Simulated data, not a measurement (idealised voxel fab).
A process module follows: voxel gate over fins.
Cross-section cut spans 185 nm and uses square cells 5 nm in size.
In what follows, cross-sections appear as grids of square cells, described through bands that run from the top down, where every band is one or more rows of cells.
Band: top and bottom heights (nm) first, top before bottom; then materials from left to right, widths in nm. "all across" marks a sole material filling the band edge to edge. "blank" denotes empty space.
Zero point of the height axis is 0; under it, received wafer = one material. Lowest band: continues down indefinitely, "0..down".
So if you see something like "30 to 40" for the width, read it as the top row of the band sitting at the first number and the bottom row at the second, with every row in between moving by the same amount as the last.
Where a step carries "no change occurred", the cross-section came out of it unchanged, cell for cell.
Entry "Closed void table" = empty spaces >= 8 cells with no open way to the top; each as width x height at distance, distance from left edge, all nm.
Formally, on a step line, whatever follows the settings is a remark that the simulator itself makes on the step.
overlay nm, on a step with a mask: how far to the right of its planned place the mask lay; to the left if negative

**Here's what the planned process steps look like**
1,RECEIVE | material Si
2,CONFORMAL_DEP | material SiN | thk nm 10
3,PATTERN | tone cover | mask id FINS | material resist | width nm 15 | pitch nm 45 | thk nm 20 | overlay nm 0
4,DIRECTIONAL_ETCH | etch materials SiN | depth nm 10
5,DIRECTIONAL_ETCH | etch materials Si | depth nm 35
6,STRIP | etch materials resist
7,FILL_DEP | material SiO2 | thk nm 5
8,CMP | height nm 10
9,SELECTIVE_ETCH | etch materials SiO2 | depth nm 20
10,STRIP | etch materials SiN
11,CONFORMAL_DEP | material HfO2 | thk nm 5
12,CONFORMAL_DEP | material TiN | thk nm 5
13,CONFORMAL_DEP | material TiAl | thk nm 5
14,CONFORMAL_DEP | material TiN | thk nm 5
15,FILL_DEP | material W | thk nm 15
16,CMP | height nm 30
17,CONFORMAL_DEP | material SiN | thk nm 5

**First of two wafers - as planned**

**The cross-section here shows the wafer as received, i.e. in its state after step 1**
  0..down = Si all across
  Closed void table: none

**State of the wafer after step 2, shown in cross-section**
  10..0 = SiN all across
  Note: structure below 0 unchanged.

**State of the wafer after step 3, shown in cross-section**
  30..10 = 60 blank, 15 resist, 30 blank, 15 resist, 65 blank
  Note: structure below 10 unchanged.

**State of the wafer after step 4, shown in cross-section**
  30..10 = 60 blank, 15 resist, 30 blank, 15 resist, 65 blank
  10..0 = 60 blank, 15 SiN, 30 blank, 15 SiN, 65 blank
  Note: structure below 0 unchanged.

**State of the wafer after step 5, shown in cross-section**
  30..10 = 60 blank, 15 resist, 30 blank, 15 resist, 65 blank
  10..0 = 60 blank, 15 SiN, 30 blank, 15 SiN, 65 blank
  0..-35 = 60 blank, 15 Si, 30 blank, 15 Si, 65 blank
  Note: structure below -35 unchanged.

**State of the wafer after step 6, shown in cross-section**
  10..0 = 60 blank, 15 SiN, 30 blank, 15 SiN, 65 blank
  Note: structure below 0 unchanged.

**State of the wafer after step 7, shown in cross-section**
  15..10 = SiO2 all across
  10..0 = 60 SiO2, 15 SiN, 30 SiO2, 15 SiN, 65 SiO2
  0..-35 = 60 SiO2, 15 Si, 30 SiO2, 15 Si, 65 SiO2
  Note: structure below -35 unchanged.

**State of the wafer after step 8, shown in cross-section**
  10..0 = 60 SiO2, 15 SiN, 30 SiO2, 15 SiN, 65 SiO2
  Note: structure below 0 unchanged.

**State of the wafer after step 9, shown in cross-section**
  10..0 = 60 blank, 15 SiN, 30 blank, 15 SiN, 65 blank
  0..-10 = 60 blank, 15 Si, 30 blank, 15 Si, 65 blank
  Note: structure below -10 unchanged.

**State of the wafer after step 10, shown in cross-section**
  0..-10 = 60 blank, 15 Si, 30 blank, 15 Si, 65 blank
  Note: structure below -10 unchanged.

**State of the wafer after step 11, shown in cross-section**
  5..0 = 55 blank, 25 HfO2, 20 blank, 25 HfO2, 60 blank
  0..-5 = 55 blank, 5 HfO2, 15 Si, 5 HfO2, 20 blank, 5 HfO2, 15 Si, 5 HfO2, 60 blank
  -5..-10 = 60 HfO2, 15 Si, 30 HfO2, 15 Si, 65 HfO2
  Note: structure below -10 unchanged.

**State of the wafer after step 12, shown in cross-section**
  10..5 = 50 blank, 35 TiN, 10 blank, 35 TiN, 55 blank
  5..0 = 50 blank, 5 TiN, 25 HfO2, 5 TiN, 10 blank, 5 TiN, 25 HfO2, 5 TiN, 55 blank
  0..-5 = 55 TiN, 5 HfO2, 15 Si, 5 HfO2, 20 TiN, 5 HfO2, 15 Si, 5 HfO2, 60 TiN
  Note: structure below -5 unchanged.

**State of the wafer after step 13, shown in cross-section**
  15..10 = 45 blank, 90 TiAl, 50 blank
  10..5 = 45 blank, 5 TiAl, 35 TiN, 10 TiAl, 35 TiN, 5 TiAl, 50 blank
  5..0 = 50 TiAl, 5 TiN, 25 HfO2, 5 TiN, 10 TiAl, 5 TiN, 25 HfO2, 5 TiN, 55 TiAl
  Note: structure below 0 unchanged.

**State of the wafer after step 14, shown in cross-section**
  20..15 = 40 blank, 100 TiN, 45 blank
  15..10 = 40 blank, 5 TiN, 90 TiAl, 5 TiN, 45 blank
  10..5 = 45 TiN, 5 TiAl, 35 TiN, 10 TiAl, 35 TiN, 5 TiAl, 50 TiN
  Note: structure below 5 unchanged.

**State of the wafer after step 15, shown in cross-section**
  35..20 = W all across
  20..15 = 40 W, 100 TiN, 45 W
  15..10 = 40 W, 5 TiN, 90 TiAl, 5 TiN, 45 W
  Note: structure below 10 unchanged.

**State of the wafer after step 16, shown in cross-section**
  30..20 = W all across
  Note: structure below 20 unchanged.

**State of the wafer after step 17, shown in cross-section**
  35..30 = SiN all across
  Note: structure below 30 unchanged.

**Okay, second wafer. Nothing different at the start, nothing different in the plan, just one mistake somewhere in the running. As far as step 2, counting that step, it's the first wafer all over again**

**Second wafer profile in section, at the moment step 3 of the plan was meant to be complete**
  30..10 = 60 resist, 15 blank, 30 resist, 15 blank, 65 resist
  Note: structure below 10 unchanged.

**Second wafer profile in section, at the moment step 4 of the plan was meant to be complete**
  30..10 = 60 resist, 15 blank, 30 resist, 15 blank, 65 resist
  10..0 = 60 SiN, 15 blank, 30 SiN, 15 blank, 65 SiN
  Note: structure below 0 unchanged.

**Second wafer profile in section, at the moment step 5 of the plan was meant to be complete**
  30..10 = 60 resist, 15 blank, 30 resist, 15 blank, 65 resist
  10..0 = 60 SiN, 15 blank, 30 SiN, 15 blank, 65 SiN
  0..-35 = 60 Si, 15 blank, 30 Si, 15 blank, 65 Si
  Note: structure below -35 unchanged.

**Second wafer profile in section, at the moment step 6 of the plan was meant to be complete**
  10..0 = 60 SiN, 15 blank, 30 SiN, 15 blank, 65 SiN
  Note: structure below 0 unchanged.

**Second wafer profile in section, at the moment step 7 of the plan was meant to be complete**
  15..10 = SiO2 all across
  10..0 = 60 SiN, 15 SiO2, 30 SiN, 15 SiO2, 65 SiN
  0..-35 = 60 Si, 15 SiO2, 30 Si, 15 SiO2, 65 Si
  Note: structure below -35 unchanged.

**Second wafer profile in section, at the moment step 8 of the plan was meant to be complete**
  10..0 = 60 SiN, 15 SiO2, 30 SiN, 15 SiO2, 65 SiN
  Note: structure below 0 unchanged.

**Second wafer profile in section, at the moment step 9 of the plan was meant to be complete**
  10..0 = 60 SiN, 15 blank, 30 SiN, 15 blank, 65 SiN
  0..-10 = 60 Si, 15 blank, 30 Si, 15 blank, 65 Si
  Note: structure below -10 unchanged.

**Second wafer profile in section, at the moment step 10 of the plan was meant to be complete**
  0..-10 = 60 Si, 15 blank, 30 Si, 15 blank, 65 Si
  Note: structure below -10 unchanged.

**Second wafer profile in section, at the moment step 11 of the plan was meant to be complete**
  5..0 = 65 HfO2, 5 blank, 40 HfO2, 5 blank, 70 HfO2
  0..-5 = 60 Si, 5 HfO2, 5 blank, 5 HfO2, 30 Si, 5 HfO2, 5 blank, 5 HfO2, 65 Si
  -5..-10 = 60 Si, 15 HfO2, 30 Si, 15 HfO2, 65 Si
  Note: structure below -10 unchanged.

**Second wafer profile in section, at the moment step 12 of the plan was meant to be complete**
  10..5 = TiN all across
  5..0 = 65 HfO2, 5 TiN, 40 HfO2, 5 TiN, 70 HfO2
  0..-5 = 60 Si, 5 HfO2, 5 TiN, 5 HfO2, 30 Si, 5 HfO2, 5 TiN, 5 HfO2, 65 Si
  Note: structure below -5 unchanged.

**Second wafer profile in section, at the moment step 13 of the plan was meant to be complete**
  15..10 = TiAl all across
  Note: structure below 10 unchanged.

**Second wafer profile in section, at the moment step 14 of the plan was meant to be complete**
  20..15 = TiN all across
  Note: structure below 15 unchanged.

**Second wafer profile in section, at the moment step 15 of the plan was meant to be complete**
  35..20 = W all across
  Note: structure below 20 unchanged.

**Second wafer profile in section, at the moment step 16 of the plan was meant to be complete**
  30..20 = W all across
  Note: structure below 20 unchanged.

**Second wafer profile in section, at the moment step 17 of the plan was meant to be complete**
  35..30 = SiN all across
  Note: structure below 30 unchanged.
Processing error: the process deviated at step 3: the operation and settings actually run there were PATTERN | tone open | mask id FINS | material resist | width nm 15 | pitch nm 45 | thk nm 20 | overlay nm 0
End of process, cell counts, second wafer against first, materials with more or fewer: +175 Si | -125 SiO2 | -8 TiAl | -8 TiN | -34 W
